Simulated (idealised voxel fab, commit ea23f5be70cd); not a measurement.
Title: Process Module voxel capacitor over wiring
Cross-section cut: width 180 nm, square cells of 5 nm.
Cross-section layout: square cells on a grid; listed as bands, top to bottom; a band spans one or more cell rows.
Heights first: top, then bottom, in nm. Then materials, left to right, each with a width in nm. "all across" on a single material: fills the band edge to edge. "blank": empty space.
The reference from which all heights are counted is 0, the level beneath which the as-received wafer is entirely one material; the lowest band, having no lower bound, proceeds downward and is written after the example "z 0 and below".
It should be noted that a width expressed as "30 to 40" varies in equal increments from row to row of cells within the band, taking the value of the first number at the top row and that of the second number at the bottom row.
No cell of the cross-section changed in a step that is given as "same as before".
The list in "Non-vented voids" covers empty spaces of 8 cells or more that cannot reach the top through any open way, and it gives each as width x height at distance; the distance is from the left edge, and width, height and distance are in nm.
Step line, after settings: the simulator's comment on this step.
The optional step-line setting "overlay nm" applies to steps with a mask and quantifies how far to the right of its planned location the mask lay, a negative value indicating leftward placement.
Every pair from here on: before one process step, after it. The after cross-section reaches only to the lowest band that changed. Below the pair: the step in between and its settings. Pairs can belong to different runs of this module on the same starting wafer; a pair carries on from the pair above only if the entry headed "Preceding state" says so.
# Preceding state
    z 95 to 90: blank: 65 | TiN: 40 | blank: 75
    z 90 to 85: blank: 65 | Al2O3: 40 | blank: 75
    z 85 to 75: TiN: 50 | blank: 15 | TiN: 115
    z 75 to 70: lowk: 50 | TiN: 15 | lowk: 115
    z 70 to 65: lowk: 50 | Al2O3: 15 | lowk: 115
    z 65 to 55: lowk: 50 | TiN: 15 | lowk: 115
    z 55 to 35: lowk all across
    z 35 to 30: SiCN all across
    z 30 to 15: lowk: 40 | W: 25 | lowk: 50 | W: 25 | lowk: 40
    z 15 to 10: lowk: 40 | TiN: 25 | lowk: 50 | TiN: 25 | lowk: 40
    z 10 to 0: SiO2 all across
    z 0 and below: Si all across
    Non-vented voids: none
# Section After Processing
    z 115 to 95: blank: 45 | resist: 65 | blank: 70
    z 95 to 90: blank: 45 | resist: 20 | TiN: 40 | resist: 5 | blank: 70
    z 90 to 85: blank: 45 | resist: 20 | Al2O3: 40 | resist: 5 | blank: 70
    z 85 to 75: TiN: 50 | resist: 15 | TiN: 115
    Under the height 75 nothing was changed.
    Non-vented voids: none
Between the two cross-sections you see above, the step is PATTERN [tone cover] [mask id LOWER_PLATE] [material resist] [width nm 65] [thk nm 20] [overlay nm 0]
Preceding state: taken from the pair above, after panel.
# Section After Processing
    z 115 to 95: blank: 45 | resist: 65 | blank: 70
    z 95 to 90: blank: 45 | resist: 20 | TiN: 40 | resist: 5 | blank: 70
    z 90 to 85: blank: 45 | resist: 20 | Al2O3: 40 | resist: 5 | blank: 70
    z 85 to 75: blank: 45 | TiN: 5 | resist: 15 | TiN: 45 | blank: 70
    Under the height 75 nothing was changed.
    Non-vented voids: none
Between the two cross-sections you see above, the step is DIRECTIONAL_ETCH [etch materials TiN] [depth nm 10]
Preceding state: taken from the pair above, after panel.
# Section After Processing
    z 95 to 90: blank: 65 | TiN: 40 | blank: 75
    z 90 to 85: blank: 65 | Al2O3: 40 | blank: 75
    z 85 to 75: blank: 45 | TiN: 5 | blank: 15 | TiN: 45 | blank: 70
    Under the height 75 nothing was changed.
    Non-vented voids: none
Between the two cross-sections you see above, the step is STRIP [etch materials resist]
Preceding state: taken from the pair above, after panel.
# Section After Processing
    z 115 to 95: SiO2 all across
    z 95 to 90: SiO2: 65 | TiN: 40 | SiO2: 75
    z 90 to 85: SiO2: 65 | Al2O3: 40 | SiO2: 75
    z 85 to 75: SiO2: 45 | TiN: 5 | SiO2: 15 | TiN: 45 | SiO2: 70
    Under the height 75 nothing was changed.
    Non-vented voids: none
Between the two cross-sections you see above, the step is FILL_DEP [material SiO2] [thk nm 20]
Preceding state: taken from the pair above, after panel.
# Section After Processing
    z 90 to 85: SiO2: 65 | Al2O3: 40 | SiO2: 75
    Under the height 85 nothing was changed.
    Non-vented voids: none
Between the two cross-sections you see above, the step is CMP [height nm 90]
Preceding state: taken from the pair above, after panel.
# Section After Processing
    z 110 to 90: resist: 60 | blank: 15 | resist: 105
    Under the height 90 nothing was changed.
    Non-vented voids: none
Between the two cross-sections you see above, the step is PATTERN [tone open] [mask id PLUG_2] [material resist] [width nm 15] [thk nm 20] [overlay nm 0]
Preceding state: taken from the pair above, after panel.
# Section After Processing
    z 110 to 90: resist: 60 | blank: 15 | resist: 105
    z 90 to 85: SiO2: 60 | blank: 5 | Al2O3: 40 | SiO2: 75
    z 85 to 75: SiO2: 45 | TiN: 5 | SiO2: 10 | blank: 5 | TiN: 45 | SiO2: 70
    Under the height 75 nothing was changed.
    Non-vented voids: none
Between the two cross-sections you see above, the step is DIRECTIONAL_ETCH [etch materials SiO2] [depth nm 15]
Preceding state: taken from the pair above, after panel.
# Section After Processing
    z 90 to 85: SiO2: 60 | blank: 5 | Al2O3: 40 | SiO2: 75
    Under the height 85 nothing was changed.
    Non-vented voids: none
Between the two cross-sections you see above, the step is STRIP [etch materials resist]
Preceding state: taken from the pair above, after panel.
# Section After Processing
    z 95 to 90: TiN all across
    z 90 to 85: SiO2: 60 | TiN: 5 | Al2O3: 40 | SiO2: 75
    z 85 to 75: SiO2: 45 | TiN: 5 | SiO2: 10 | TiN: 50 | SiO2: 70
    Under the height 75 nothing was changed.
    Non-vented voids: none
Between the two cross-sections you see above, the step is CONFORMAL_DEP [material TiN] [thk nm 5]
Preceding state: taken from the pair above, after panel.
# Section After Processing
    z 105 to 95: W all across
    Under the height 95 nothing was changed.
    Non-vented voids: none
Between the two cross-sections you see above, the step is FILL_DEP [material W] [thk nm 10]
Preceding state: taken from the pair above, after panel.
# Section After Processing
    z 90 to 85: SiO2: 60 | TiN: 5 | Al2O3: 40 | SiO2: 75
    Under the height 85 nothing was changed.
    Non-vented voids: none
Between the two cross-sections you see above, the step is CMP [height nm 90]
Preceding state: taken from the pair above, after panel.
# Section After Processing
    z 95 to 90: SiN all across
    Under the height 90 nothing was changed.
    Non-vented voids: none
Between the two cross-sections you see above, the step is CONFORMAL_DEP [material SiN] [thk nm 5]
# Preceding state
    z 55 to 50: lowk: 50 | blank: 15 | lowk: 115
    z 50 to 35: lowk: 50 | Ru: 15 | lowk: 115
    z 35 to 30: SiCN: 50 | Ru: 15 | SiCN: 115
    z 30 to 15: lowk: 40 | W: 25 | lowk: 50 | W: 25 | lowk: 40
    z 15 to 10: lowk: 40 | TiN: 25 | lowk: 50 | TiN: 25 | lowk: 40
    z 10 to 0: SiO2 all across
    z 0 and below: Si all across
    Non-vented voids: none
# Section After Processing
    z 65 to 60: TiN: 50 | blank: 15 | TiN: 115
    z 60 to 55: TiN all across
    z 55 to 50: lowk: 50 | TiN: 15 | lowk: 115
    Under the height 50 nothing was changed.
    Non-vented voids: none
Between the two cross-sections you see above, the step is DIRECTIONAL_DEP [material TiN] [thk nm 10]
Preceding state: taken from the pair above, after panel.
# Section After Processing
    z 70 to 65: Ru: 55 | blank: 5 | Ru: 120
    z 65 to 60: TiN: 50 | Ru: 15 | TiN: 115
    Under the height 60 nothing was changed.
    Non-vented voids: none
Between the two cross-sections you see above, the step is EPI [material Ru] [thk nm 5]
Preceding state: taken from the pair above, after panel.
# Section After Processing
    z 75 to 70: Al2O3: 55 | blank: 5 | Al2O3: 120
    z 70 to 65: Ru: 55 | Al2O3: 5 | Ru: 120
    Under the height 65 nothing was changed.
    Non-vented voids: none
Between the two cross-sections you see above, the step is DIRECTIONAL_DEP [material Al2O3] [thk nm 5]
Preceding state: taken from the pair above, after panel.
# Section After Processing
    z 80 to 75: TiN: 55 | blank: 5 | TiN: 120
    z 75 to 70: Al2O3: 55 | TiN: 5 | Al2O3: 120
    Under the height 70 nothing was changed.
    Non-vented voids: none
Between the two cross-sections you see above, the step is DIRECTIONAL_DEP [material TiN] [thk nm 5]
Preceding state: taken from the pair above, after panel.
# Section After Processing
    z 95 to 90: aC: 55 | blank: 5 | aC: 120
    z 90 to 80: aC all across
    z 80 to 75: TiN: 55 | aC: 5 | TiN: 120
    Under the height 75 nothing was changed.
    Non-vented voids: none
Between the two cross-sections you see above, the step is DIRECTIONAL_DEP [material aC] [thk nm 15]
Preceding state: taken from the pair above, after panel.
# Section After Processing
    z 130 to 95: blank: 50 | resist: 55 | blank: 75
    z 95 to 90: aC: 55 | resist: 5 | aC: 120
    Under the height 90 nothing was changed.
    Non-vented voids: none
Between the two cross-sections you see above, the step is PATTERN [tone cover] [mask id UPPER_PLATE] [material resist] [width nm 55] [thk nm 35] [overlay nm 0]
Preceding state: taken from the pair above, after panel.
# Section After Processing
    z 115 to 95: blank: 50 | resist: 55 | blank: 75
    z 95 to 90: blank: 50 | aC: 5 | resist: 5 | aC: 45 | blank: 75
    z 90 to 80: blank: 50 | aC: 55 | blank: 75
    Under the height 80 nothing was changed.
    Non-vented voids: none
Between the two cross-sections you see above, the step is DIRECTIONAL_ETCH [etch materials aC] [depth nm 15]
Preceding state: taken from the pair above, after panel.
# Section After Processing
    z 95 to 90: blank: 50 | aC: 5 | blank: 5 | aC: 45 | blank: 75
    Under the height 90 nothing was changed.
    Non-vented voids: none
Between the two cross-sections you see above, the step is STRIP [etch materials resist]
Preceding state: taken from the pair above, after panel.
# Section After Processing
    z 95 to 90: blank: 50 | aC: 5 | blank: 5 | aC: 45 | blank: 75
    z 90 to 80: blank: 50 | aC: 55 | blank: 75
    z 80 to 75: blank: 50 | TiN: 5 | aC: 5 | TiN: 45 | blank: 75
    Under the height 75 nothing was changed.
    Non-vented voids: none
Between the two cross-sections you see above, the step is DIRECTIONAL_ETCH [etch materials TiN] [depth nm 5]
Preceding state: taken from the pair above, after panel.
# Section After Processing
    z 95 to 90: blank: 50 | aC: 5 | blank: 5 | aC: 45 | blank: 75
    z 90 to 80: blank: 50 | aC: 55 | blank: 75
    z 80 to 75: blank: 50 | TiN: 5 | aC: 5 | TiN: 45 | blank: 75
    z 75 to 70: blank: 50 | Al2O3: 5 | TiN: 5 | Al2O3: 45 | blank: 75
    Under the height 70 nothing was changed.
    Non-vented voids: none
Between the two cross-sections you see above, the step is DIRECTIONAL_ETCH [etch materials Al2O3] [depth nm 5]
Preceding state: taken from the pair above, after panel.
# Section After Processing
    z 80 to 75: blank: 50 | TiN: 5 | blank: 5 | TiN: 45 | blank: 75
    Under the height 75 nothing was changed.
    Non-vented voids: none
Between the two cross-sections you see above, the step is STRIP [etch materials aC]
Preceding state: taken from the pair above, after panel.
# Section After Processing
    z 100 to 80: blank: 45 | resist: 65 | blank: 70
    z 80 to 75: blank: 45 | resist: 5 | TiN: 5 | resist: 5 | TiN: 45 | resist: 5 | blank: 70
    z 75 to 70: blank: 45 | resist: 5 | Al2O3: 5 | TiN: 5 | Al2O3: 45 | resist: 5 | blank: 70
    Under the height 70 nothing was changed.
    Non-vented voids: none
Between the two cross-sections you see above, the step is PATTERN [tone cover] [mask id LOWER_PLATE] [material resist] [width nm 65] [thk nm 20] [overlay nm 0]
Preceding state: taken from the pair above, after panel.
# Section After Processing
    z 80 to 75: blank: 50 | TiN: 5 | blank: 5 | TiN: 45 | blank: 75
    z 75 to 70: blank: 50 | Al2O3: 5 | TiN: 5 | Al2O3: 45 | blank: 75
    Under the height 70 nothing was changed.
    Non-vented voids: none
Between the two cross-sections you see above, the step is STRIP [etch materials resist]
Preceding state: taken from the pair above, after panel.
# Section After Processing
    z 100 to 80: SiO2 all across
    z 80 to 75: SiO2: 50 | TiN: 5 | SiO2: 5 | TiN: 45 | SiO2: 75
    z 75 to 70: SiO2: 50 | Al2O3: 5 | TiN: 5 | Al2O3: 45 | SiO2: 75
    Under the height 70 nothing was changed.
    Non-vented voids: none
Between the two cross-sections you see above, the step is FILL_DEP [material SiO2] [thk nm 20]
Preceding state: taken from the pair above, after panel.
# Section After Processing
    z 90 to 80: SiO2 all across
    Under the height 80 nothing was changed.
    Non-vented voids: none
Between the two cross-sections you see above, the step is CMP [height nm 90]
Preceding state: taken from the pair above, after panel.
# Section After Processing
    z 110 to 90: resist: 60 | blank: 15 | resist: 105
    Under the height 90 nothing was changed.
    Non-vented voids: none
Between the two cross-sections you see above, the step is PATTERN [tone open] [mask id PLUG_2] [material resist] [width nm 15] [thk nm 20] [overlay nm 0]
Preceding state: taken from the pair above, after panel.
# Section After Processing
    z 110 to 90: resist: 60 | blank: 15 | resist: 105
    z 90 to 80: SiO2: 60 | blank: 15 | SiO2: 105
    Under the height 80 nothing was changed.
    Non-vented voids: none
Between the two cross-sections you see above, the step is DIRECTIONAL_ETCH [etch materials SiO2] [depth nm 15]
Preceding state: taken from the pair above, after panel.
# Section After Processing
    z 90 to 80: SiO2: 60 | blank: 15 | SiO2: 105
    Under the height 80 nothing was changed.
    Non-vented voids: none
Between the two cross-sections you see above, the step is STRIP [etch materials resist]
Preceding state: taken from the pair above, after panel.
# Section After Processing
    z 95 to 90: TiN: 65 | blank: 5 | TiN: 110
    z 90 to 85: SiO2: 60 | TiN: 5 | blank: 5 | TiN: 5 | SiO2: 105
    z 85 to 80: SiO2: 60 | TiN: 15 | SiO2: 105
    Under the height 80 nothing was changed.
    Non-vented voids: none
Between the two cross-sections you see above, the step is CONFORMAL_DEP [material TiN] [thk nm 5]
Preceding state: taken from the pair above, after panel.
# Section After Processing
    z 105 to 95: W all across
    z 95 to 90: TiN: 65 | W: 5 | TiN: 110
    z 90 to 85: SiO2: 60 | TiN: 5 | W: 5 | TiN: 5 | SiO2: 105
    Under the height 85 nothing was changed.
    Non-vented voids: none
Between the two cross-sections you see above, the step is FILL_DEP [material W] [thk nm 10]
Preceding state: taken from the pair above, after panel.
# Section After Processing
    z 90 to 85: SiO2: 60 | TiN: 5 | W: 5 | TiN: 5 | SiO2: 105
    Under the height 85 nothing was changed.
    Non-vented voids: none
Between the two cross-sections you see above, the step is CMP [height nm 90]
Preceding state: taken from the pair above, after panel.
# Section After Processing
    z 95 to 90: SiN all across
    Under the height 90 nothing was changed.
    Non-vented voids: none
Between the two cross-sections you see above, the step is CONFORMAL_DEP [material SiN] [thk nm 5]
# Preceding state
    z 70 to 55: resist: 50 | blank: 15 | resist: 115
    z 55 to 35: lowk all across
    z 35 to 30: SiCN all across
    z 30 to 15: lowk: 40 | W: 25 | lowk: 50 | W: 25 | lowk: 40
    z 15 to 10: lowk: 40 | TiN: 25 | lowk: 50 | TiN: 25 | lowk: 40
    z 10 to 0: SiO2 all across
    z 0 and below: Si all across
    Non-vented voids: none
# Section After Processing
    z 70 to 55: resist: 50 | blank: 15 | resist: 115
    z 55 to 45: lowk: 50 | blank: 15 | lowk: 115
    Under the height 45 nothing was changed.
    Non-vented voids: none
Between the two cross-sections you see above, the step is DIRECTIONAL_ETCH [etch materials lowk] [depth nm 10]
Preceding state: taken from the pair above, after panel.
# Section After Processing
    z 55 to 45: lowk: 50 | blank: 15 | lowk: 115
    Under the height 45 nothing was changed.
    Non-vented voids: none
Between the two cross-sections you see above, the step is STRIP [etch materials resist]
Preceding state: taken from the pair above, after panel.
# Section After Processing
    z 65 to 55: TiN: 50 | blank: 15 | TiN: 115
    z 55 to 45: lowk: 50 | TiN: 15 | lowk: 115
    Under the height 45 nothing was changed.
    Non-vented voids: none
Between the two cross-sections you see above, the step is DIRECTIONAL_DEP [material TiN] [thk nm 10]
Preceding state: taken from the pair above, after panel.
# Section After Processing
    z 70 to 65: Al2O3: 50 | blank: 15 | Al2O3: 115
    z 65 to 60: TiN: 50 | blank: 15 | TiN: 115
    z 60 to 55: TiN: 50 | Al2O3: 15 | TiN: 115
    Under the height 55 nothing was changed.
    Non-vented voids: none
Between the two cross-sections you see above, the step is DIRECTIONAL_DEP [material Al2O3] [thk nm 5]
Preceding state: taken from the pair above, after panel.
# Section After Processing
    z 75 to 70: TiN: 50 | blank: 15 | TiN: 115
    z 70 to 65: Al2O3: 50 | blank: 15 | Al2O3: 115
    z 65 to 60: TiN all across
    Under the height 60 nothing was changed.
    Non-vented voids: none
Between the two cross-sections you see above, the step is DIRECTIONAL_DEP [material TiN] [thk nm 5]
Preceding state: taken from the pair above, after panel.
# Section After Processing
    z 90 to 80: aC: 50 | blank: 15 | aC: 115
    z 80 to 75: aC all across
    z 75 to 70: TiN: 50 | aC: 15 | TiN: 115
    z 70 to 65: Al2O3: 50 | aC: 15 | Al2O3: 115
    Under the height 65 nothing was changed.
    Non-vented voids: none
Between the two cross-sections you see above, the step is DIRECTIONAL_DEP [material aC] [thk nm 15]
Preceding state: taken from the pair above, after panel.
# Section After Processing
    z 125 to 90: blank: 50 | resist: 55 | blank: 75
    z 90 to 80: aC: 50 | resist: 15 | aC: 115
    Under the height 80 nothing was changed.
    Non-vented voids: none
Between the two cross-sections you see above, the step is PATTERN [tone cover] [mask id UPPER_PLATE] [material resist] [width nm 55] [thk nm 35] [overlay nm 0]
Preceding state: taken from the pair above, after panel.
# Section After Processing
    z 110 to 90: blank: 50 | resist: 55 | blank: 75
    z 90 to 80: blank: 50 | resist: 15 | aC: 40 | blank: 75
    z 80 to 75: blank: 50 | aC: 55 | blank: 75
    Under the height 75 nothing was changed.
    Non-vented voids: none
Between the two cross-sections you see above, the step is DIRECTIONAL_ETCH [etch materials aC] [depth nm 15]
Preceding state: taken from the pair above, after panel.
# Section After Processing
    z 90 to 80: blank: 65 | aC: 40 | blank: 75
    Under the height 80 nothing was changed.
    Non-vented voids: none
Between the two cross-sections you see above, the step is STRIP [etch materials resist]
Preceding state: taken from the pair above, after panel.
# Section After Processing
    z 90 to 80: blank: 65 | aC: 40 | blank: 75
    z 80 to 75: blank: 50 | aC: 55 | blank: 75
    z 75 to 70: blank: 50 | aC: 15 | TiN: 40 | blank: 75
    Under the height 70 nothing was changed.
    Non-vented voids: none
Between the two cross-sections you see above, the step is DIRECTIONAL_ETCH [etch materials TiN] [depth nm 5]
Preceding state: taken from the pair above, after panel.
# Section After Processing
    z 90 to 80: blank: 65 | aC: 40 | blank: 75
    z 80 to 75: blank: 50 | aC: 55 | blank: 75
    z 75 to 70: blank: 50 | aC: 15 | TiN: 40 | blank: 75
    z 70 to 65: blank: 50 | aC: 15 | Al2O3: 40 | blank: 75
    Under the height 65 nothing was changed.
    Non-vented voids: none
Between the two cross-sections you see above, the step is DIRECTIONAL_ETCH [etch materials Al2O3] [depth nm 5]
Preceding state: taken from the pair above, after panel.
# Section After Processing
    z 75 to 70: blank: 65 | TiN: 40 | blank: 75
    z 70 to 65: blank: 65 | Al2O3: 40 | blank: 75
    Under the height 65 nothing was changed.
    Non-vented voids: none
Between the two cross-sections you see above, the step is STRIP [etch materials aC]
Preceding state: taken from the pair above, after panel.
# Section After Processing
    z 95 to 75: blank: 45 | resist: 65 | blank: 70
    z 75 to 70: blank: 45 | resist: 20 | TiN: 40 | resist: 5 | blank: 70
    z 70 to 65: blank: 45 | resist: 20 | Al2O3: 40 | resist: 5 | blank: 70
    Under the height 65 nothing was changed.
    Non-vented voids: none
Between the two cross-sections you see above, the step is PATTERN [tone cover] [mask id LOWER_PLATE] [material resist] [width nm 65] [thk nm 20] [overlay nm 0]
Preceding state: taken from the pair above, after panel.
# Section After Processing
    z 95 to 75: blank: 45 | resist: 65 | blank: 70
    z 75 to 70: blank: 45 | resist: 20 | TiN: 40 | resist: 5 | blank: 70
    z 70 to 65: blank: 45 | resist: 20 | Al2O3: 40 | resist: 5 | blank: 70
    z 65 to 60: blank: 45 | TiN: 65 | blank: 70
    z 60 to 55: blank: 45 | TiN: 5 | Al2O3: 15 | TiN: 45 | blank: 70
    Under the height 55 nothing was changed.
    Non-vented voids: none
Between the two cross-sections you see above, the step is DIRECTIONAL_ETCH [etch materials TiN] [depth nm 10]
Preceding state: taken from the pair above, after panel.
# Section After Processing
    z 75 to 70: blank: 65 | TiN: 40 | blank: 75
    z 70 to 65: blank: 65 | Al2O3: 40 | blank: 75
    Under the height 65 nothing was changed.
    Non-vented voids: none
Between the two cross-sections you see above, the step is STRIP [etch materials resist]
Preceding state: taken from the pair above, after panel.
# Section After Processing
    z 95 to 75: SiO2 all across
    z 75 to 70: SiO2: 65 | TiN: 40 | SiO2: 75
    z 70 to 65: SiO2: 65 | Al2O3: 40 | SiO2: 75
    z 65 to 60: SiO2: 45 | TiN: 65 | SiO2: 70
    z 60 to 55: SiO2: 45 | TiN: 5 | Al2O3: 15 | TiN: 45 | SiO2: 70
    Under the height 55 nothing was changed.
    Non-vented voids: none
Between the two cross-sections you see above, the step is FILL_DEP [material SiO2] [thk nm 20]
Preceding state: taken from the pair above, after panel.
# Section After Processing
    z 90 to 75: SiO2 all across
    Under the height 75 nothing was changed.
    Non-vented voids: none
Between the two cross-sections you see above, the step is CMP [height nm 90]
Preceding state: taken from the pair above, after panel.
# Section After Processing
    z 110 to 90: resist: 60 | blank: 15 | resist: 105
    Under the height 90 nothing was changed.
    Non-vented voids: none
Between the two cross-sections you see above, the step is PATTERN [tone open] [mask id PLUG_2] [material resist] [width nm 15] [thk nm 20] [overlay nm 0]
Preceding state: taken from the pair above, after panel.
# Section After Processing
    z 110 to 90: resist: 60 | blank: 15 | resist: 105
    z 90 to 75: SiO2: 60 | blank: 15 | SiO2: 105
    Under the height 75 nothing was changed.
    Non-vented voids: none
Between the two cross-sections you see above, the step is DIRECTIONAL_ETCH [etch materials SiO2] [depth nm 15]
Preceding state: taken from the pair above, after panel.
# Section After Processing
    z 90 to 75: SiO2: 60 | blank: 15 | SiO2: 105
    Under the height 75 nothing was changed.
    Non-vented voids: none
Between the two cross-sections you see above, the step is STRIP [etch materials resist]
Preceding state: taken from the pair above, after panel.
# Section After Processing
    z 95 to 90: TiN: 65 | blank: 5 | TiN: 110
    z 90 to 80: SiO2: 60 | TiN: 5 | blank: 5 | TiN: 5 | SiO2: 105
    z 80 to 70: SiO2: 60 to 65 | TiN: 15 to 40 | SiO2: 105 to 75
    Under the height 70 nothing was changed.
    Non-vented voids: none
Between the two cross-sections you see above, the step is CONFORMAL_DEP [material TiN] [thk nm 5]
Preceding state: taken from the pair above, after panel.
# Section After Processing
    z 105 to 95: W all across
    z 95 to 90: TiN: 65 | W: 5 | TiN: 110
    z 90 to 80: SiO2: 60 | TiN: 5 | W: 5 | TiN: 5 | SiO2: 105
    Under the height 80 nothing was changed.
    Non-vented voids: none
Between the two cross-sections you see above, the step is FILL_DEP [material W] [thk nm 10]
Preceding state: taken from the pair above, after panel.
# Section After Processing
    z 90 to 80: SiO2: 60 | TiN: 5 | W: 5 | TiN: 5 | SiO2: 105
    Under the height 80 nothing was changed.
    Non-vented voids: none
Between the two cross-sections you see above, the step is CMP [height nm 90]
Preceding state: taken from the pair above, after panel.
# Section After Processing
    z 95 to 90: SiN all across
    Under the height 90 nothing was changed.
    Non-vented voids: none
Between the two cross-sections you see above, the step is CONFORMAL_DEP [material SiN] [thk nm 5]
# Preceding state
    z 75 to 70: blank: 50 | TiN: 55 | blank: 75
    z 70 to 65: blank: 50 | Al2O3: 55 | blank: 75
    z 65 to 55: TiN all across
    z 55 to 35: lowk: 50 | Ru: 15 | lowk: 115
    z 35 to 30: SiCN: 50 | Ru: 15 | SiCN: 115
    z 30 to 15: lowk: 40 | W: 25 | lowk: 50 | W: 25 | lowk: 40
    z 15 to 10: lowk: 40 | TiN: 25 | lowk: 50 | TiN: 25 | lowk: 40
    z 10 to 0: SiO2 all across
    z 0 and below: Si all across
    Non-vented voids: none
# Section After Processing
    z 95 to 75: blank: 50 | resist: 60 | blank: 70
    z 75 to 70: blank: 50 | TiN: 55 | resist: 5 | blank: 70
    z 70 to 65: blank: 50 | Al2O3: 55 | resist: 5 | blank: 70
    Under the height 65 nothing was changed.
    Non-vented voids: none
Between the two cross-sections you see above, the step is PATTERN [tone cover] [mask id LOWER_PLATE] [material resist] [width nm 60] [thk nm 20] [overlay nm 0]
Preceding state: taken from the pair above, after panel.
# Section After Processing
    z 95 to 75: blank: 50 | resist: 60 | blank: 70
    z 75 to 70: blank: 50 | TiN: 55 | resist: 5 | blank: 70
    z 70 to 65: blank: 50 | Al2O3: 55 | resist: 5 | blank: 70
    z 65 to 55: blank: 50 | TiN: 60 | blank: 70
    Under the height 55 nothing was changed.
    Non-vented voids: none
Between the two cross-sections you see above, the step is DIRECTIONAL_ETCH [etch materials TiN] [depth nm 10]
Preceding state: taken from the pair above, after panel.
# Section After Processing
    z 75 to 70: blank: 50 | TiN: 55 | blank: 75
    z 70 to 65: blank: 50 | Al2O3: 55 | blank: 75
    Under the height 65 nothing was changed.
    Non-vented voids: none
Between the two cross-sections you see above, the step is STRIP [etch materials resist]
Preceding state: taken from the pair above, after panel.
# Section After Processing
    z 95 to 75: SiO2 all across
    z 75 to 70: SiO2: 50 | TiN: 55 | SiO2: 75
    z 70 to 65: SiO2: 50 | Al2O3: 55 | SiO2: 75
    z 65 to 55: SiO2: 50 | TiN: 60 | SiO2: 70
    Under the height 55 nothing was changed.
    Non-vented voids: none
Between the two cross-sections you see above, the step is FILL_DEP [material SiO2] [thk nm 20]
Preceding state: taken from the pair above, after panel.
# Section After Processing
    z 90 to 75: SiO2 all across
    Under the height 75 nothing was changed.
    Non-vented voids: none
Between the two cross-sections you see above, the step is CMP [height nm 90]
Preceding state: taken from the pair above, after panel.
# Section After Processing
    z 110 to 90: resist: 60 | blank: 15 | resist: 105
    Under the height 90 nothing was changed.
    Non-vented voids: none
Between the two cross-sections you see above, the step is PATTERN [tone open] [mask id PLUG_2] [material resist] [width nm 15] [thk nm 20] [overlay nm 0]
Preceding state: taken from the pair above, after panel.
# Section After Processing
    z 110 to 90: resist: 60 | blank: 15 | resist: 105
    z 90 to 75: SiO2: 60 | blank: 15 | SiO2: 105
    Under the height 75 nothing was changed.
    Non-vented voids: none
Between the two cross-sections you see above, the step is DIRECTIONAL_ETCH [etch materials SiO2] [depth nm 15]
Preceding state: taken from the pair above, after panel.
# Section After Processing
    z 90 to 75: SiO2: 60 | blank: 15 | SiO2: 105
    Under the height 75 nothing was changed.
    Non-vented voids: none
Between the two cross-sections you see above, the step is STRIP [etch materials resist]
Preceding state: taken from the pair above, after panel.
# Section After Processing
    z 95 to 90: TiN: 65 | blank: 5 | TiN: 110
    z 90 to 80: SiO2: 60 | TiN: 5 | blank: 5 | TiN: 5 | SiO2: 105
    z 80 to 70: SiO2: 60 to 50 | TiN: 15 to 55 | SiO2: 105 to 75
    Under the height 70 nothing was changed.
    Non-vented voids: none
Between the two cross-sections you see above, the step is CONFORMAL_DEP [material TiN] [thk nm 5]
Preceding state: taken from the pair above, after panel.
# Section After Processing
    z 105 to 95: W all across
    z 95 to 90: TiN: 65 | W: 5 | TiN: 110
    z 90 to 80: SiO2: 60 | TiN: 5 | W: 5 | TiN: 5 | SiO2: 105
    Under the height 80 nothing was changed.
    Non-vented voids: none
Between the two cross-sections you see above, the step is FILL_DEP [material W] [thk nm 10]
Preceding state: taken from the pair above, after panel.
# Section After Processing
    z 90 to 80: SiO2: 60 | TiN: 5 | W: 5 | TiN: 5 | SiO2: 105
    Under the height 80 nothing was changed.
    Non-vented voids: none
Between the two cross-sections you see above, the step is CMP [height nm 90]
Preceding state: taken from the pair above, after panel.
# Section After Processing
    z 95 to 90: SiN all across
    Under the height 90 nothing was changed.
    Non-vented voids: none
Between the two cross-sections you see above, the step is CONFORMAL_DEP [material SiN] [thk nm 5]
# Preceding state
    z 30 to 15: W all across
    z 15 to 10: TiN all across
    z 10 to 0: SiO2 all across
    z 0 and below: Si all across
    Non-vented voids: none
# Section After Processing
    z 45 to 30: blank: 45 | resist: 25 | blank: 50 | resist: 25 | blank: 35
    Under the height 30 nothing was changed.
    Non-vented voids: none
Between the two cross-sections you see above, the step is PATTERN [tone cover] [mask id METAL_1] [material resist] [width nm 25] [pitch nm 75] [thk nm 15] [overlay nm 5]
Preceding state: taken from the pair above, after panel.
# Section After Processing
    z 45 to 30: blank: 45 | resist: 25 | blank: 50 | resist: 25 | blank: 35
    z 30 to 15: blank: 45 | W: 25 | blank: 50 | W: 25 | blank: 35
    Under the height 15 nothing was changed.
    Non-vented voids: none
Between the two cross-sections you see above, the step is DIRECTIONAL_ETCH [etch materials W] [depth nm 15]
Preceding state: taken from the pair above, after panel.
# Section After Processing
    z 45 to 30: blank: 45 | resist: 25 | blank: 50 | resist: 25 | blank: 35
    z 30 to 15: blank: 45 | W: 25 | blank: 50 | W: 25 | blank: 35
    z 15 to 10: blank: 45 | TiN: 25 | blank: 50 | TiN: 25 | blank: 35
    Under the height 10 nothing was changed.
    Non-vented voids: none
Between the two cross-sections you see above, the step is DIRECTIONAL_ETCH [etch materials TiN] [depth nm 5]
Preceding state: taken from the pair above, after panel.
# Section After Processing
    z 30 to 15: blank: 45 | W: 25 | blank: 50 | W: 25 | blank: 35
    Under the height 15 nothing was changed.
    Non-vented voids: none
Between the two cross-sections you see above, the step is STRIP [etch materials resist]
Preceding state: taken from the pair above, after panel.
# Section After Processing
    z 35 to 30: lowk all across
    z 30 to 15: lowk: 45 | W: 25 | lowk: 50 | W: 25 | lowk: 35
    z 15 to 10: lowk: 45 | TiN: 25 | lowk: 50 | TiN: 25 | lowk: 35
    Under the height 10 nothing was changed.
    Non-vented voids: none
Between the two cross-sections you see above, the step is FILL_DEP [material lowk] [thk nm 5]
Preceding state: taken from the pair above, after panel.
# Section After Processing
    z 30 to 15: lowk: 45 | W: 25 | lowk: 50 | W: 25 | lowk: 35
    Under the height 15 nothing was changed.
    Non-vented voids: none
Between the two cross-sections you see above, the step is CMP [height nm 30]
Preceding state: taken from the pair above, after panel.
# Section After Processing
    z 35 to 30: SiCN all across
    Under the height 30 nothing was changed.
    Non-vented voids: none
Between the two cross-sections you see above, the step is CONFORMAL_DEP [material SiCN] [thk nm 5]
Preceding state: taken from the pair above, after panel.
# Section After Processing
    z 55 to 35: lowk all across
    Under the height 35 nothing was changed.
    Non-vented voids: none
Between the two cross-sections you see above, the step is DIRECTIONAL_DEP [material lowk] [thk nm 20]
Preceding state: taken from the pair above, after panel.
# Section After Processing
    z 70 to 55: resist: 50 | blank: 15 | resist: 115
    Under the height 55 nothing was changed.
    Non-vented voids: none
Between the two cross-sections you see above, the step is PATTERN [tone open] [mask id PLUG_1] [material resist] [width nm 15] [thk nm 15] [overlay nm 0]
